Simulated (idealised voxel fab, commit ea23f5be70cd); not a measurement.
Documented hereafter: the process module known as voxel capacitor over wiring.
Square cells of 5 nm make up the cross-section cut, whose width is 275 nm.
Reading order for cross-sections: top band down to bottom band. Underlying form: a grid of square cells. Band size: one or more rows of cells.
Per band: top height and bottom height in nm, followed by the left-to-right materials and their widths in nm; "everywhere" marks a single material spanning edge to edge, "blank" marks empty space.
Measure heights from 0. That's the level where, below it, the as-received wafer is all one material. The lowest band is bottomless and extends downward; write it as in "z 0 and below".
A width given as "30 to 40" starts at the first number in the band's top row and ends at the second number in its bottom row, shifting by an equal amount at every step from row to row.
It should be understood that the words "no modifications", when stated for a given step, signify that the cross-section underwent no change in any of its cells during that step.
Reported under the label "Closed empty spaces" are the empty spaces having no open way to the top and comprising 8 cells or more; the notation for each is width x height at distance, in which the distance is measured from the left edge and all three values are in nm.
On a step's line, text after the settings is the simulator commenting on that step.
overlay nm: right-of-plan distance of the mask on a masked step; negative values mean left-of-plan.
[plan]
1: RECEIVE: material Si
2: CONFORMAL_DEP: material SiO2, thk nm 10
3: DIRECTIONAL_DEP: material TiN, thk nm 5
4: DIRECTIONAL_DEP: material W, thk nm 20
5: PATTERN: tone cover, mask id METAL_1, material resist, width nm 30, pitch nm 95, thk nm 15, overlay nm 0
6: DIRECTIONAL_ETCH: etch materials W, depth nm 20
7: DIRECTIONAL_ETCH: etch materials TiN, depth nm 5
8: STRIP: etch materials resist
9: FILL_DEP: material lowk, thk nm 10
10: CMP: height nm 35
11: CONFORMAL_DEP: material SiCN, thk nm 5
12: DIRECTIONAL_DEP: material lowk, thk nm 10
13: DIRECTIONAL_DEP: material aC, thk nm 15
14: PATTERN: tone open, mask id PLUG_1, material resist, width nm 15, thk nm 35, overlay nm 0
15: DIRECTIONAL_ETCH: etch materials aC, depth nm 15
16: STRIP: etch materials resist
17: DIRECTIONAL_ETCH: etch materials lowk, depth nm 10
18: DIRECTIONAL_ETCH: etch materials SiCN, depth nm 5
19: STRIP: etch materials aC
20: EPI: material Ru, thk nm 10
21: EPI: material Ru, thk nm 5
22: DIRECTIONAL_DEP: material TiN, thk nm 10
23: DIRECTIONAL_DEP: material SiN, thk nm 5
24: DIRECTIONAL_DEP: material TiN, thk nm 5
25: MASKED_ETCH: tone cover, mask id UPPER_PLATE, width nm 70, etch materials TiN, depth nm 5, overlay nm 0
26: MASKED_ETCH: tone cover, mask id UPPER_PLATE, width nm 70, etch materials SiN, depth nm 5, overlay nm 0
27: MASKED_ETCH: tone cover, mask id LOWER_PLATE, width nm 80, etch materials TiN, depth nm 10, overlay nm 0
28: FILL_DEP: material SiO2, thk nm 15
29: CMP: height nm 80
30: DIRECTIONAL_DEP: material aC, thk nm 10
31: PATTERN: tone open, mask id PLUG_2, material resist, width nm 15, thk nm 25, overlay nm 0
32: DIRECTIONAL_ETCH: etch materials aC, depth nm 10
33: STRIP: etch materials resist
34: DIRECTIONAL_ETCH: etch materials SiO2, depth nm 10
35: STRIP: etch materials aC
36: CONFORMAL_DEP: material TiN, thk nm 5
37: FILL_DEP: material Cu, thk nm 10
38: CMP: height nm 80
39: CONFORMAL_DEP: material SiCN, thk nm 5
[The first of two wafers, run as planned]
[Received-state cross-section, reflecting completion of step 1]
  z 0 and below: Si everywhere
  Closed empty spaces: none
[How the wafer stands in section after step 2]
  z 10 to 0: SiO2 everywhere
  No changes below 0.
[How the wafer stands in section after step 3]
  z 15 to 10: TiN everywhere
  No changes below 10.
[How the wafer stands in section after step 4]
  z 35 to 15: W everywhere
  No changes below 15.
[How the wafer stands in section after step 5]
  z 50 to 35: blank 75 / resist 30 / blank 65 / resist 30 / blank 75
  No changes below 35.
[How the wafer stands in section after step 6]
  z 50 to 35: blank 75 / resist 30 / blank 65 / resist 30 / blank 75
  z 35 to 15: blank 75 / W 30 / blank 65 / W 30 / blank 75
  No changes below 15.
[How the wafer stands in section after step 7]
  z 50 to 35: blank 75 / resist 30 / blank 65 / resist 30 / blank 75
  z 35 to 15: blank 75 / W 30 / blank 65 / W 30 / blank 75
  z 15 to 10: blank 75 / TiN 30 / blank 65 / TiN 30 / blank 75
  No changes below 10.
[How the wafer stands in section after step 8]
  z 35 to 15: blank 75 / W 30 / blank 65 / W 30 / blank 75
  No changes below 15.
[How the wafer stands in section after step 9]
  z 45 to 35: lowk everywhere
  z 35 to 15: lowk 75 / W 30 / lowk 65 / W 30 / lowk 75
  z 15 to 10: lowk 75 / TiN 30 / lowk 65 / TiN 30 / lowk 75
  No changes below 10.
[How the wafer stands in section after step 10]
  z 35 to 15: lowk 75 / W 30 / lowk 65 / W 30 / lowk 75
  No changes below 15.
[How the wafer stands in section after step 11]
  z 40 to 35: SiCN everywhere
  No changes below 35.
[How the wafer stands in section after step 12]
  z 50 to 40: lowk everywhere
  No changes below 40.
[How the wafer stands in section after step 13]
  z 65 to 50: aC everywhere
  No changes below 50.
[How the wafer stands in section after step 14]
  z 100 to 65: resist 90 / blank 15 / resist 170
  No changes below 65.
[How the wafer stands in section after step 15]
  z 85 to 65: resist 90 / blank 15 / resist 170
  z 65 to 50: aC 90 / blank 15 / aC 170
  No changes below 50.
[How the wafer stands in section after step 16]
  z 65 to 50: aC 90 / blank 15 / aC 170
  No changes below 50.
[How the wafer stands in section after step 17]
  z 65 to 50: aC 90 / blank 15 / aC 170
  z 50 to 40: lowk 90 / blank 15 / lowk 170
  No changes below 40.
[How the wafer stands in section after step 18]
  z 65 to 50: aC 90 / blank 15 / aC 170
  z 50 to 40: lowk 90 / blank 15 / lowk 170
  z 40 to 35: SiCN 90 / blank 15 / SiCN 170
  No changes below 35.
[How the wafer stands in section after step 19]
  z 50 to 40: lowk 90 / blank 15 / lowk 170
  No changes below 40.
[How the wafer stands in section after step 20]
  z 50 to 45: lowk 90 / blank 15 / lowk 170
  z 45 to 40: lowk 90 / Ru 15 / lowk 170
  z 40 to 35: SiCN 90 / Ru 15 / SiCN 170
  No changes below 35.
[How the wafer stands in section after step 21]
  z 50 to 40: lowk 90 / Ru 15 / lowk 170
  No changes below 40.
[How the wafer stands in section after step 22]
  z 60 to 50: TiN everywhere
  No changes below 50.
[How the wafer stands in section after step 23]
  z 65 to 60: SiN everywhere
  No changes below 60.
[How the wafer stands in section after step 24]
  z 70 to 65: TiN everywhere
  No changes below 65.
[How the wafer stands in section after step 25]
  z 70 to 65: blank 90 / TiN 70 / blank 115
  No changes below 65.
[How the wafer stands in section after step 26]
  z 70 to 65: blank 90 / TiN 70 / blank 115
  z 65 to 60: blank 90 / SiN 70 / blank 115
  No changes below 60.
[How the wafer stands in section after step 27]
  z 70 to 65: blank 90 / TiN 70 / blank 115
  z 65 to 60: blank 90 / SiN 70 / blank 115
  z 60 to 50: blank 85 / TiN 80 / blank 110
  No changes below 50.
[How the wafer stands in section after step 28]
  z 85 to 70: SiO2 everywhere
  z 70 to 65: SiO2 90 / TiN 70 / SiO2 115
  z 65 to 60: SiO2 90 / SiN 70 / SiO2 115
  z 60 to 50: SiO2 85 / TiN 80 / SiO2 110
  No changes below 50.
[How the wafer stands in section after step 29]
  z 80 to 70: SiO2 everywhere
  No changes below 70.
[How the wafer stands in section after step 30]
  z 90 to 80: aC everywhere
  No changes below 80.
[How the wafer stands in section after step 31]
  z 115 to 90: resist 100 / blank 15 / resist 160
  No changes below 90.
[How the wafer stands in section after step 32]
  z 105 to 90: resist 100 / blank 15 / resist 160
  z 90 to 80: aC 100 / blank 15 / aC 160
  No changes below 80.
[How the wafer stands in section after step 33]
  z 90 to 80: aC 100 / blank 15 / aC 160
  No changes below 80.
[How the wafer stands in section after step 34]
  z 90 to 80: aC 100 / blank 15 / aC 160
  z 80 to 70: SiO2 100 / blank 15 / SiO2 160
  No changes below 70.
[How the wafer stands in section after step 35]
  z 80 to 70: SiO2 100 / blank 15 / SiO2 160
  No changes below 70.
[How the wafer stands in section after step 36]
  z 85 to 80: TiN 105 / blank 5 / TiN 165
  z 80 to 75: SiO2 100 / TiN 5 / blank 5 / TiN 5 / SiO2 160
  z 75 to 65: SiO2 100 to 90 / TiN 15 to 70 / SiO2 160 to 115
  No changes below 65.
[How the wafer stands in section after step 37]
  z 95 to 85: Cu everywhere
  z 85 to 80: TiN 105 / Cu 5 / TiN 165
  z 80 to 75: SiO2 100 / TiN 5 / Cu 5 / TiN 5 / SiO2 160
  No changes below 75.
[How the wafer stands in section after step 38]
  z 80 to 75: SiO2 100 / TiN 5 / Cu 5 / TiN 5 / SiO2 160
  No changes below 75.
[How the wafer stands in section after step 39]
  z 85 to 80: SiCN everywhere
  No changes below 80.
[Second wafer, same starting conditions and recipe as the first, one mistake in executing it, nothing differs from the first up to and including step 13]
[Here is the second wafer in cross-section at the point where step 14 of the plan should have been done]
  z 100 to 65: resist 85 / blank 15 / resist 175
  No changes below 65.
[Here is the second wafer in cross-section at the point where step 15 of the plan should have been done]
  z 85 to 65: resist 85 / blank 15 / resist 175
  z 65 to 50: aC 85 / blank 15 / aC 175
  No changes below 50.
[Here is the second wafer in cross-section at the point where step 16 of the plan should have been done]
  z 65 to 50: aC 85 / blank 15 / aC 175
  No changes below 50.
[Here is the second wafer in cross-section at the point where step 17 of the plan should have been done]
  z 65 to 50: aC 85 / blank 15 / aC 175
  z 50 to 40: lowk 85 / blank 15 / lowk 175
  No changes below 40.
[Here is the second wafer in cross-section at the point where step 18 of the plan should have been done]
  z 65 to 50: aC 85 / blank 15 / aC 175
  z 50 to 40: lowk 85 / blank 15 / lowk 175
  z 40 to 35: SiCN 85 / blank 15 / SiCN 175
  No changes below 35.
[Here is the second wafer in cross-section at the point where step 19 of the plan should have been done]
  z 50 to 40: lowk 85 / blank 15 / lowk 175
  No changes below 40.
[Here is the second wafer in cross-section at the point where step 20 of the plan should have been done]
  z 50 to 45: lowk 85 / blank 15 / lowk 175
  z 45 to 40: lowk 85 / Ru 15 / lowk 175
  z 40 to 35: SiCN 85 / Ru 15 / SiCN 175
  No changes below 35.
[Here is the second wafer in cross-section at the point where step 21 of the plan should have been done]
  z 50 to 40: lowk 85 / Ru 15 / lowk 175
  No changes below 40.
[Here is the second wafer in cross-section at the point where step 22 of the plan should have been done]
  z 60 to 50: TiN everywhere
  No changes below 50.
[Here is the second wafer in cross-section at the point where step 23 of the plan should have been done]
  z 65 to 60: SiN everywhere
  No changes below 60.
[Here is the second wafer in cross-section at the point where step 24 of the plan should have been done]
  z 70 to 65: TiN everywhere
  No changes below 65.
[Here is the second wafer in cross-section at the point where step 25 of the plan should have been done]
  z 70 to 65: blank 90 / TiN 70 / blank 115
  No changes below 65.
[Here is the second wafer in cross-section at the point where step 26 of the plan should have been done]
  z 70 to 65: blank 90 / TiN 70 / blank 115
  z 65 to 60: blank 90 / SiN 70 / blank 115
  No changes below 60.
[Here is the second wafer in cross-section at the point where step 27 of the plan should have been done]
  z 70 to 65: blank 90 / TiN 70 / blank 115
  z 65 to 60: blank 90 / SiN 70 / blank 115
  z 60 to 50: blank 85 / TiN 80 / blank 110
  No changes below 50.
[Here is the second wafer in cross-section at the point where step 28 of the plan should have been done]
  z 85 to 70: SiO2 everywhere
  z 70 to 65: SiO2 90 / TiN 70 / SiO2 115
  z 65 to 60: SiO2 90 / SiN 70 / SiO2 115
  z 60 to 50: SiO2 85 / TiN 80 / SiO2 110
  No changes below 50.
[Here is the second wafer in cross-section at the point where step 29 of the plan should have been done]
  z 80 to 70: SiO2 everywhere
  No changes below 70.
[Here is the second wafer in cross-section at the point where step 30 of the plan should have been done]
  z 90 to 80: aC everywhere
  No changes below 80.
[Here is the second wafer in cross-section at the point where step 31 of the plan should have been done]
  z 115 to 90: resist 100 / blank 15 / resist 160
  No changes below 90.
[Here is the second wafer in cross-section at the point where step 32 of the plan should have been done]
  z 105 to 90: resist 100 / blank 15 / resist 160
  z 90 to 80: aC 100 / blank 15 / aC 160
  No changes below 80.
[Here is the second wafer in cross-section at the point where step 33 of the plan should have been done]
  z 90 to 80: aC 100 / blank 15 / aC 160
  No changes below 80.
[Here is the second wafer in cross-section at the point where step 34 of the plan should have been done]
  z 90 to 80: aC 100 / blank 15 / aC 160
  z 80 to 70: SiO2 100 / blank 15 / SiO2 160
  No changes below 70.
[Here is the second wafer in cross-section at the point where step 35 of the plan should have been done]
  z 80 to 70: SiO2 100 / blank 15 / SiO2 160
  No changes below 70.
[Here is the second wafer in cross-section at the point where step 36 of the plan should have been done]
  z 85 to 80: TiN 105 / blank 5 / TiN 165
  z 80 to 75: SiO2 100 / TiN 5 / blank 5 / TiN 5 / SiO2 160
  z 75 to 65: SiO2 100 to 90 / TiN 15 to 70 / SiO2 160 to 115
  No changes below 65.
[Here is the second wafer in cross-section at the point where step 37 of the plan should have been done]
  z 95 to 85: Cu everywhere
  z 85 to 80: TiN 105 / Cu 5 / TiN 165
  z 80 to 75: SiO2 100 / TiN 5 / Cu 5 / TiN 5 / SiO2 160
  No changes below 75.
[Here is the second wafer in cross-section at the point where step 38 of the plan should have been done]
  z 80 to 75: SiO2 100 / TiN 5 / Cu 5 / TiN 5 / SiO2 160
  No changes below 75.
[Here is the second wafer in cross-section at the point where step 39 of the plan should have been done]
  z 85 to 80: SiCN everywhere
  No changes below 80.
Finding, execution versus plan: step 14 deviated from plan and actually ran as PATTERN: tone open, mask id PLUG_1, material resist, width nm 15, thk nm 35, overlay nm -5
Final wafers compared: equal cell tally per material, rearranged layout.
